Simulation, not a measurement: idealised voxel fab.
The following is a process module called voxel gate over fins.
Cross-sectional view cut (width: 195 nm; square cell size: 5 nm).
Each cross-section below is a grid of square cells, stated as bands in top-down order, with one or more rows of cells making up each band.
Heads up on the band format: heights come first, top then bottom, in nm. After that it's the materials left to right, each with its width in nm. A single material flagged "everywhere" fills the whole band edge to edge, and "air" means there's empty space there.
Heights are measured from 0, the level below which the as-received wafer is all one material; the lowest band has no bottom and continues downward, written as in "z 0 and below".
Width spec "30->40" -> top row of cells at first value, bottom row at second value, equal per-row change in between.
Reading "changes: none" for a step: not a cell of the cross-section changed in it.
Enclosed voids (no open way to top), threshold 8 cells or more, entry "Cavities, sealed", notation width x height at distance, distance from left edge, nm.
Whatever follows a step's settings on its line is a remark the simulator itself makes about that step.
overlay nm: how far to the right of its planned place the mask lay on this masked step (negative: to the left).
STEPS PLANNED FOR THE PROCESS
step 1: RECEIVE [material Si]
step 2: CONFORMAL_DEP [material SiN] [thk nm 5]
step 3: PATTERN [tone cover] [mask id FINS] [material resist] [width nm 15] [pitch nm 45] [thk nm 20] [overlay nm 0]
step 4: DIRECTIONAL_ETCH [etch materials SiN] [depth nm 5]
step 5: DIRECTIONAL_ETCH [etch materials Si] [depth nm 30]
step 6: STRIP [etch materials resist]
step 7: OXIDIZE [depth nm 5]
step 8: FILL_DEP [material SiO2] [thk nm 5]
step 9: CMP [height nm 5]
step 10: SELECTIVE_ETCH [etch materials SiO2] [depth nm 20]
step 11: STRIP [etch materials SiN]
step 12: CONFORMAL_DEP [material HfO2] [thk nm 5]
step 13: CONFORMAL_DEP [material TiN] [thk nm 5]
step 14: FILL_DEP [material W] [thk nm 10]
step 15: CMP [height nm 15]
step 16: CONFORMAL_DEP [material SiN] [thk nm 10]
Wafer-to-wafer difference: width nm, step 3. Common start. Plan = first wafer's value.
AS-RECEIVED CROSS-SECTION, FIRST OF SEVERAL WAFERS, POST STEP 1
	z 0 and below: Si everywhere
	Cavities, sealed: none
ROW PER WAFER, END-OF-MODULE: CELL GAIN (+)/LOSS (-) BY MATERIAL SINCE THE WAFER CAME IN, THEN CLOSED VOIDS
width nm 15; +63 HfO2; -245 Si; +78 SiN; +140 SiO2; +63 TiN; +96 W; Cavities, sealed: none
width nm 20; +63 HfO2; -217 Si; +78 SiN; +124 SiO2; +63 TiN; +84 W; Cavities, sealed: none
width nm 25; +63 HfO2; -189 Si; +78 SiN; +108 SiO2; +63 TiN; +72 W; Cavities, sealed: none
width nm 30; +63 HfO2; -161 Si; +78 SiN; +92 SiO2; +63 TiN; +60 W; Cavities, sealed: none
